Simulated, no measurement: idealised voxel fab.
process module | voxel self aligned vias
cross-section cut | 210 nm wide | cells 5 nm
A cross-section is a grid of square cells, given in bands from the top down. A band is one or more rows of cells.
Each band's line starts with the height of the band's top and of its bottom, in nm. Then come its materials from left to right, each with its width in nm. One material with "throughout" fills the band from edge to edge. "air" is empty space.
Height 0 is the level under which the wafer as received is all one material. The lowest band goes on downwards, as in "0 down".
A width such as "30 to 40" changes by the same amount from each row of cells to the next, from the band's top row to its bottom row.
"no change" after a step means that no cell of the cross-section changed.
closed voids: empty space of 8 cells or more with no open way to the top, each as width x height at its distance from the left edge, in nm
after a step's settings: what the simulator itself notes on the step
overlay nm, on a step with a mask: how far to the right of its planned place the mask lay; to the left if negative
plan
1 op RECEIVE | material Si
2 op CONFORMAL_DEP | material SiO2 | thk nm 15
3 op CONFORMAL_DEP | material SiCN | thk nm 5
4 op DIRECTIONAL_DEP | material lowk | thk nm 20
5 op DIRECTIONAL_DEP | material aC | thk nm 10
6 op PATTERN | tone open | mask id LINES | material resist | width nm 25 | pitch nm 65 | thk nm 25 | overlay nm 0
7 op DIRECTIONAL_ETCH | etch materials aC | depth nm 10
8 op STRIP | etch materials resist
9 op DIRECTIONAL_ETCH | etch materials lowk | depth nm 20
10 op STRIP | etch materials aC
11 op CONFORMAL_DEP | material TiN | thk nm 5
12 op FILL_DEP | material Ru | thk nm 10
13 op CMP | height nm 40
14 op SELECTIVE_ETCH | etch materials W Ru TiN | depth nm 10
15 op FILL_DEP | material SiN | thk nm 10
16 op CMP | height nm 40
17 op DIRECTIONAL_DEP | material lowk | thk nm 15
18 op PATTERN | tone open | mask id VIAS | material resist | width nm 45 | pitch nm 65 | thk nm 15 | overlay nm 0
19 op DIRECTIONAL_ETCH | etch materials lowk | depth nm 15
20 op DIRECTIONAL_ETCH | etch materials SiN | depth nm 10
21 op STRIP | etch materials resist
22 op CONFORMAL_DEP | material TiN | thk nm 5
23 op FILL_DEP | material W | thk nm 5
24 op CMP | height nm 55
25 op CONFORMAL_DEP | material SiN | thk nm 5
as received, after step 1
  0 down: Si throughout
  closed voids: none
a wafer at the end: this start, this plan, one mistake
  60 to 55: SiN throughout
  55 to 50: SiN 15 | TiN 5 | W 35 | TiN 5 | SiN 20 | TiN 5 | W 35 | TiN 5 | SiN 20 | TiN 5 | W 35 | TiN 5 | SiN 20
  50 to 45: SiN 15 | TiN 45 | SiN 20 | TiN 45 | SiN 20 | TiN 45 | SiN 20
  45 to 40: SiN throughout
  40 to 30: lowk 25 | SiN 25 | lowk 40 | SiN 25 | lowk 40 | SiN 25 | lowk 30
  30 to 25: lowk 25 | TiN 5 | Ru 15 | TiN 5 | lowk 40 | TiN 5 | Ru 15 | TiN 5 | lowk 40 | TiN 5 | Ru 15 | TiN 5 | lowk 30
  25 to 20: lowk 25 | TiN 25 | lowk 40 | TiN 25 | lowk 40 | TiN 25 | lowk 30
  20 to 15: SiCN throughout
  15 to 0: SiO2 throughout
  0 down: Si throughout
  closed voids: none
what went wrong: step 17 ran as: op DIRECTIONAL_DEP | material SiN | thk nm 15
